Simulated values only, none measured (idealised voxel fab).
voxel gate over fins: a process module
The figure presents cross-section cut, which has a width of 205 nm and is divided into square cells with an edge length of 5 nm.
Square cells in a grid make up a cross-section in this document, and the grid is given as bands, listed from the top down, each one or more rows of cells.
Band: top height; bottom height; in nm. Then, left to right: material with width in nm, for each material. "edge to edge": a single material spanning edge to edge. "air": empty space.
All heights in this document are referenced to 0, defined as the level beneath which the wafer, as received, consists entirely of one material. The lowest band is not bounded below; it extends indefinitely downward and is written in the form "0 nm and below".
Width "30 to 40": first value at the band's top row of cells, second value at its bottom row, equal change from row to row.
Where the words "same as before" appear for a step, the cross-section shows no cell changed by that step; every cell remained as before.
Look at "Sealed internal voids" for the closed voids: empty spaces with no open path to the top, sized 8 cells or up. Each is width x height at distance, distance from the left edge, all nm.
If you see something after the settings on a step's line, that's the simulator's own remark about that step.
A step line may carry the setting "overlay nm", which, for steps involving a mask, states the distance by which the mask lay to the right of its intended position; negative values denote displacement to the left.
## Below is the list of planned process steps
1 RECEIVE [material Si]
2 CONFORMAL_DEP [material SiN] [thk nm 10]
3 DIRECTIONAL_DEP [material aC] [thk nm 10]
4 PATTERN [tone cover] [mask id FINS] [material resist] [width nm 15] [pitch nm 40] [thk nm 30] [overlay nm 0]
5 DIRECTIONAL_ETCH [etch materials aC] [depth nm 10]
6 STRIP [etch materials resist]
7 DIRECTIONAL_ETCH [etch materials SiN] [depth nm 10]
8 DIRECTIONAL_ETCH [etch materials Si] [depth nm 35]
9 STRIP [etch materials aC]
10 OXIDIZE [depth nm 5]
11 FILL_DEP [material SiO2] [thk nm 10]
12 CMP [height nm 10]
13 SELECTIVE_ETCH [etch materials SiO2] [depth nm 25]
14 STRIP [etch materials SiN]
15 CONFORMAL_DEP [material HfO2] [thk nm 5]
16 CONFORMAL_DEP [material TiN] [thk nm 5]
17 CONFORMAL_DEP [material TiAl] [thk nm 5]
18 CONFORMAL_DEP [material TiN] [thk nm 5]
19 FILL_DEP [material W] [thk nm 10]
20 CMP [height nm 25]
21 CONFORMAL_DEP [material SiCN] [thk nm 10]
## As received (post step 1): cross-section
> 0 nm and below  Si edge to edge
> Sealed internal voids: none
## Starting structure and process plan are as shown above, but one mistake was made in running the module; the wafer cross-section at the end of the module follows
> 35 nm to 25 nm  SiCN edge to edge
> 25 nm to 20 nm  W edge to edge
> 20 nm to 15 nm  W (40) | TiN (125) | W (40)
> 15 nm to 10 nm  W (40) | TiN (5) | TiAl (35) | TiN (5) | TiAl (35) | TiN (5) | TiAl (35) | TiN (5) | W (40)
> 10 nm to 5 nm  W (40) | TiN (5) | TiAl (5) | TiN (25) | TiAl (5) | TiN (5) | TiAl (5) | TiN (25) | TiAl (5) | TiN (5) | TiAl (5) | TiN (25) | TiAl (5) | TiN (5) | W (40)
> 5 nm to 0 nm  W (40) | TiN (5) | TiAl (5) | TiN (5) | HfO2 (15) | TiN (5) | TiAl (5) | TiN (5) | TiAl (5) | TiN (5) | HfO2 (15) | TiN (5) | TiAl (5) | TiN (5) | TiAl (5) | TiN (5) | HfO2 (15) | TiN (5) | TiAl (5) | TiN (5) | W (40)
> 0 nm to -20 nm  W (40) | TiN (5) | TiAl (5) | TiN (5) | HfO2 (5) | Si (5) | HfO2 (5) | TiN (5) | TiAl (5) | TiN (5) | TiAl (5) | TiN (5) | HfO2 (5) | Si (5) | HfO2 (5) | TiN (5) | TiAl (5) | TiN (5) | TiAl (5) | TiN (5) | HfO2 (5) | Si (5) | HfO2 (5) | TiN (5) | TiAl (5) | TiN (5) | W (40)
> -20 nm to -25 nm  TiN (45) | TiAl (5) | TiN (5) | HfO2 (5) | Si (5) | HfO2 (5) | TiN (5) | TiAl (5) | TiN (5) | TiAl (5) | TiN (5) | HfO2 (5) | Si (5) | HfO2 (5) | TiN (5) | TiAl (5) | TiN (5) | TiAl (5) | TiN (5) | HfO2 (5) | Si (5) | HfO2 (5) | TiN (5) | TiAl (5) | TiN (45)
> -25 nm to -30 nm  TiAl (50) | TiN (5) | HfO2 (5) | Si (5) | HfO2 (5) | TiN (5) | TiAl (15) | TiN (5) | HfO2 (5) | Si (5) | HfO2 (5) | TiN (5) | TiAl (15) | TiN (5) | HfO2 (5) | Si (5) | HfO2 (5) | TiN (5) | TiAl (50)
> -30 nm to -35 nm  TiN (55) | HfO2 (5) | Si (5) | HfO2 (5) | TiN (25) | HfO2 (5) | Si (5) | HfO2 (5) | TiN (25) | HfO2 (5) | Si (5) | HfO2 (5) | TiN (55)
> -35 nm to -40 nm  HfO2 (60) | Si (5) | HfO2 (35) | Si (5) | HfO2 (35) | Si (5) | HfO2 (60)
> -40 nm and below  Si edge to edge
> Sealed internal voids: none
What broke from the plan during processing? yeah, plan step 13 got run twice
